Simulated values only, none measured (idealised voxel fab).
A process module follows: voxel double patterning.
The cross-section shown here is cut; it is 170 nm wide and divided into square cells measuring 5 nm on a side.
Reading order for cross-sections: top band down to bottom band. Underlying form: a grid of square cells. Band size: one or more rows of cells.
The band entry comprises the height of the band's top followed by the height of its bottom, expressed in nm, and subsequently the band's materials from left to right, each stated together with its width in nm. Where a single material is marked with the word "everywhere", that material fills the band from edge to edge. The word "blank" represents empty space.
Basically, 0 is our baseline, since under it the wafer straight out of the box is all one material. The bottom band has no lower end and keeps on going down, so it looks like "0 and below".
You'd read "30 to 40" like this: the band's top row of cells is as wide as the first number, its bottom row is as wide as the second, and going down, every row changes width by the same amount as the row before did.
Reading "nothing changed" for a step: not a cell of the cross-section changed in it.
What "Sealed void listing" gives you is every empty space of 8 cells or more that is cut off from the top. Each appears as width x height at distance, with the distance taken from the left edge and width, height and distance all in nm.
after a step's settings: what the simulator itself notes on the step
overlay nm: mask offset rightward from planned place, masked step; negative means leftward offset.

## Planned step list for the process
1 RECEIVE | material Si
2 CONFORMAL_DEP | material SiN | thk nm 10
3 DIRECTIONAL_DEP | material SiO2 | thk nm 15
4 DIRECTIONAL_DEP | material SiCN | thk nm 5
5 PATTERN | tone open | mask id FIRST | material resist | width nm 15 | pitch nm 50 | thk nm 15 | overlay nm 0
6 DIRECTIONAL_ETCH | etch materials SiCN | depth nm 5
7 STRIP | etch materials resist
8 DIRECTIONAL_DEP | material aC | thk nm 10
9 PATTERN | tone open | mask id SECOND | material resist | width nm 15 | thk nm 30 | overlay nm 0
10 DIRECTIONAL_ETCH | etch materials aC | depth nm 10
11 STRIP | etch materials resist
12 DIRECTIONAL_ETCH | etch materials SiCN | depth nm 5
13 STRIP | etch materials aC
14 DIRECTIONAL_ETCH | etch materials SiO2 | depth nm 15
15 STRIP | etch materials SiCN
Split variable: width nm, step 5. Plan value = first wafer. Wafers start alike.

## Received wafers, first of several: cross-section after step 1
> 0 and below = Si everywhere
> Sealed void listing: none

## End-of-module cross-section, first of several wafers, after last step 15
> 25 down to 10 = SiO2 50  blank 15  SiO2 10  blank 15  SiO2 10  blank 15  SiO2 55
> 10 down to 0 = SiN everywhere
> 0 and below = Si everywhere
> Sealed void listing: none

## Final wafer of several, shown in cross-section at the end of the module
> 25 down to 10 = SiO2 45  blank 45  SiO2 5  blank 30  SiO2 45
> 10 down to 0 = SiN everywhere
> 0 and below = Si everywhere
> Sealed void listing: none

## Each row below is a wafer at the end of the module, listing for every material the number of cells it has gained (+) or lost (-) since it was received, followed by its closed voids
width nm 15 | +68 SiN | +75 SiO2 | Sealed void listing: none
width nm 20 | +68 SiN | +69 SiO2 | Sealed void listing: none
width nm 25 | +68 SiN | +63 SiO2 | Sealed void listing: none
width nm 30 | +68 SiN | +57 SiO2 | Sealed void listing: none
